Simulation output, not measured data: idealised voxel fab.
Proc. module: voxel quadruple lines
Xsec cut, 140 nm wide, square cell size 5 nm.
A cross-section is written here as square cells arranged in a grid, and it is given in bands from the top down, each band taking up one or more rows of cells. In this notation a band is specified by the heights of its top and bottom, in that order and in nm, after which its materials appear from left to right, each paired with its width in nm. The word "throughout" attached to a single material means that material fills the band from edge to edge; the word "air" stands for empty space. Height datum 0, below which the as-received substrate wafer is one material. Lowest band open at the bottom, running downward: "from 0 down". The notation "30..40" denotes a width that varies across the rows of cells in the band, beginning at the first number in the top row, finishing at the second number in the bottom row, and changing by an identical amount from each row to the next. "stayed the same" -> step changed no cross-section cell. "Sealed voids" specifies each empty space that is not open to the top and that occupies no fewer than 8 cells, using the form width x height at distance, the distance measured from the left edge and all three quantities in nm. Read whatever lies past the settings on a step's line as the simulator's own remark about the step. The setting "overlay nm" may be written on the line of a step. When the step uses a mask, the value reports how far to the right of the planned place the mask lay, and a negative value reports that it lay to the left.
The process steps that were planned are listed below:
1: RECEIVE | material Si
2: CONFORMAL_DEP | material Al2O3 | thk nm 5
3: DIRECTIONAL_DEP | material Ru | thk nm 10
4: DIRECTIONAL_DEP | material polySi | thk nm 20
5: DIRECTIONAL_DEP | material aC | thk nm 25
6: PATTERN | tone cover | mask id MANDREL | material resist | width nm 30 | thk nm 35 | overlay nm 0
7: DIRECTIONAL_ETCH | etch materials aC | depth nm 25
8: STRIP | etch materials resist
9: CONFORMAL_DEP | material SiO2 | thk nm 10
10: DIRECTIONAL_ETCH | etch materials SiO2 | depth nm 10
11: STRIP | etch materials aC
12: DIRECTIONAL_ETCH | etch materials polySi | depth nm 20
13: STRIP | etch materials SiO2
14: CONFORMAL_DEP | material SiN | thk nm 10
15: DIRECTIONAL_ETCH | etch materials SiN | depth nm 10
16: STRIP | etch materials polySi
17: DIRECTIONAL_ETCH | etch materials Ru | depth nm 10
18: STRIP | etch materials SiN
19: FILL_DEP | material SiO2 | thk nm 10
20: CMP | height nm 15
Account of the first of two wafers, which was processed as intended:
As-received wafer cross-section (after step 1):
- from 0 down: Si throughout
- Sealed voids: none
The wafer in cross-section once step 2 is complete:
- from 5 to 0: Al2O3 throughout
- Lower than 0, everything is as it was.
The wafer in cross-section once step 3 is complete:
- from 15 to 5: Ru throughout
- Lower than 5, everything is as it was.
The wafer in cross-section once step 4 is complete:
- from 35 to 15: polySi throughout
- Lower than 15, everything is as it was.
The wafer in cross-section once step 5 is complete:
- from 60 to 35: aC throughout
- Lower than 35, everything is as it was.
The wafer in cross-section once step 6 is complete:
- from 95 to 60: 55 of air, 30 of resist, 55 of air
- Lower than 60, everything is as it was.
The wafer in cross-section once step 7 is complete:
- from 70 to 60: 55 of air, 30 of resist, 55 of air
- from 60 to 35: 55 of air, 30 of aC, 55 of air
- Lower than 35, everything is as it was.
The wafer in cross-section once step 8 is complete:
- from 60 to 35: 55 of air, 30 of aC, 55 of air
- Lower than 35, everything is as it was.
The wafer in cross-section once step 9 is complete:
- from 70 to 60: 45 of air, 50 of SiO2, 45 of air
- from 60 to 45: 45 of air, 10 of SiO2, 30 of aC, 10 of SiO2, 45 of air
- from 45 to 35: 55 of SiO2, 30 of aC, 55 of SiO2
- Lower than 35, everything is as it was.
The wafer in cross-section once step 10 is complete:
- from 60 to 35: 45 of air, 10 of SiO2, 30 of aC, 10 of SiO2, 45 of air
- Lower than 35, everything is as it was.
The wafer in cross-section once step 11 is complete:
- from 60 to 35: 45 of air, 10 of SiO2, 30 of air, 10 of SiO2, 45 of air
- Lower than 35, everything is as it was.
The wafer in cross-section once step 12 is complete:
- from 60 to 35: 45 of air, 10 of SiO2, 30 of air, 10 of SiO2, 45 of air
- from 35 to 15: 45 of air, 10 of polySi, 30 of air, 10 of polySi, 45 of air
- Lower than 15, everything is as it was.
The wafer in cross-section once step 13 is complete:
- from 35 to 15: 45 of air, 10 of polySi, 30 of air, 10 of polySi, 45 of air
- Lower than 15, everything is as it was.
The wafer in cross-section once step 14 is complete:
- from 45 to 35: 35 of air, 30 of SiN, 10 of air, 30 of SiN, 35 of air
- from 35 to 25: 35 of air, 10 of SiN, 10 of polySi, 10 of SiN, 10 of air, 10 of SiN, 10 of polySi, 10 of SiN, 35 of air
- from 25 to 15: 45 of SiN, 10 of polySi, 30 of SiN, 10 of polySi, 45 of SiN
- Lower than 15, everything is as it was.
The wafer in cross-section once step 15 is complete:
- from 35 to 15: 35 of air, 10 of SiN, 10 of polySi, 10 of SiN, 10 of air, 10 of SiN, 10 of polySi, 10 of SiN, 35 of air
- Lower than 15, everything is as it was.
The wafer in cross-section once step 16 is complete:
- from 35 to 15: 35 of air, 10 of SiN, 10 of air, 10 of SiN, 10 of air, 10 of SiN, 10 of air, 10 of SiN, 35 of air
- Lower than 15, everything is as it was.
The wafer in cross-section once step 17 is complete:
- from 35 to 15: 35 of air, 10 of SiN, 10 of air, 10 of SiN, 10 of air, 10 of SiN, 10 of air, 10 of SiN, 35 of air
- from 15 to 5: 35 of air, 10 of Ru, 10 of air, 10 of Ru, 10 of air, 10 of Ru, 10 of air, 10 of Ru, 35 of air
- Lower than 5, everything is as it was.
The wafer in cross-section once step 18 is complete:
- from 15 to 5: 35 of air, 10 of Ru, 10 of air, 10 of Ru, 10 of air, 10 of Ru, 10 of air, 10 of Ru, 35 of air
- Lower than 5, everything is as it was.
The wafer in cross-section once step 19 is complete:
- from 25 to 15: SiO2 throughout
- from 15 to 5: 35 of SiO2, 10 of Ru, 10 of SiO2, 10 of Ru, 10 of SiO2, 10 of Ru, 10 of SiO2, 10 of Ru, 35 of SiO2
- Lower than 5, everything is as it was.
The wafer in cross-section once step 20 is complete:
- from 15 to 5: 35 of SiO2, 10 of Ru, 10 of SiO2, 10 of Ru, 10 of SiO2, 10 of Ru, 10 of SiO2, 10 of Ru, 35 of SiO2
- Lower than 5, everything is as it was.
Wafer two. Same start, same plan, one slip in execution. Same as wafer one through step 5, inclusive:
Second wafer at the planned finish of step 6, seen in cross-section:
- from 95 to 60: 55 of resist, 30 of air, 55 of resist
- Lower than 60, everything is as it was.
Second wafer at the planned finish of step 7, seen in cross-section:
- from 70 to 60: 55 of resist, 30 of air, 55 of resist
- from 60 to 35: 55 of aC, 30 of air, 55 of aC
- Lower than 35, everything is as it was.
Second wafer at the planned finish of step 8, seen in cross-section:
- from 60 to 35: 55 of aC, 30 of air, 55 of aC
- Lower than 35, everything is as it was.
Second wafer at the planned finish of step 9, seen in cross-section:
- from 70 to 60: 65 of SiO2, 10 of air, 65 of SiO2
- from 60 to 45: 55 of aC, 10 of SiO2, 10 of air, 10 of SiO2, 55 of aC
- from 45 to 35: 55 of aC, 30 of SiO2, 55 of aC
- Lower than 35, everything is as it was.
Second wafer at the planned finish of step 10, seen in cross-section:
- from 60 to 35: 55 of aC, 10 of SiO2, 10 of air, 10 of SiO2, 55 of aC
- Lower than 35, everything is as it was.
Second wafer at the planned finish of step 11, seen in cross-section:
- from 60 to 35: 55 of air, 10 of SiO2, 10 of air, 10 of SiO2, 55 of air
- Lower than 35, everything is as it was.
Second wafer at the planned finish of step 12, seen in cross-section:
- from 60 to 35: 55 of air, 10 of SiO2, 10 of air, 10 of SiO2, 55 of air
- from 35 to 15: 55 of air, 10 of polySi, 10 of air, 10 of polySi, 55 of air
- Lower than 15, everything is as it was.
Second wafer at the planned finish of step 13, seen in cross-section:
- from 35 to 15: 55 of air, 10 of polySi, 10 of air, 10 of polySi, 55 of air
- Lower than 15, everything is as it was.
Second wafer at the planned finish of step 14, seen in cross-section:
- from 45 to 35: 45 of air, 50 of SiN, 45 of air
- from 35 to 25: 45 of air, 10 of SiN, 10 of polySi, 10 of SiN, 10 of polySi, 10 of SiN, 45 of air
- from 25 to 15: 55 of SiN, 10 of polySi, 10 of SiN, 10 of polySi, 55 of SiN
- Lower than 15, everything is as it was.
Second wafer at the planned finish of step 15, seen in cross-section:
- from 35 to 15: 45 of air, 10 of SiN, 10 of polySi, 10 of SiN, 10 of polySi, 10 of SiN, 45 of air
- Lower than 15, everything is as it was.
Second wafer at the planned finish of step 16, seen in cross-section:
- from 35 to 15: 45 of air, 10 of SiN, 10 of air, 10 of SiN, 10 of air, 10 of SiN, 45 of air
- Lower than 15, everything is as it was.
Second wafer at the planned finish of step 17, seen in cross-section:
- from 35 to 15: 45 of air, 10 of SiN, 10 of air, 10 of SiN, 10 of air, 10 of SiN, 45 of air
- from 15 to 5: 45 of air, 10 of Ru, 10 of air, 10 of Ru, 10 of air, 10 of Ru, 45 of air
- Lower than 5, everything is as it was.
Second wafer at the planned finish of step 18, seen in cross-section:
- from 15 to 5: 45 of air, 10 of Ru, 10 of air, 10 of Ru, 10 of air, 10 of Ru, 45 of air
- Lower than 5, everything is as it was.
Second wafer at the planned finish of step 19, seen in cross-section:
- from 25 to 15: SiO2 throughout
- from 15 to 5: 45 of SiO2, 10 of Ru, 10 of SiO2, 10 of Ru, 10 of SiO2, 10 of Ru, 45 of SiO2
- Lower than 5, everything is as it was.
Second wafer at the planned finish of step 20, seen in cross-section:
- from 15 to 5: 45 of SiO2, 10 of Ru, 10 of SiO2, 10 of Ru, 10 of SiO2, 10 of Ru, 45 of SiO2
- Lower than 5, everything is as it was.
The mistake made against the process plan was this: so step 6 ended up running with a different setting than we planned, it ran as PATTERN | tone open | mask id MANDREL | material resist | width nm 30 | thk nm 35 | overlay nm 0
End of process, cell counts, second wafer against first, materials with more or fewer: -4 Ru, +4 SiO2
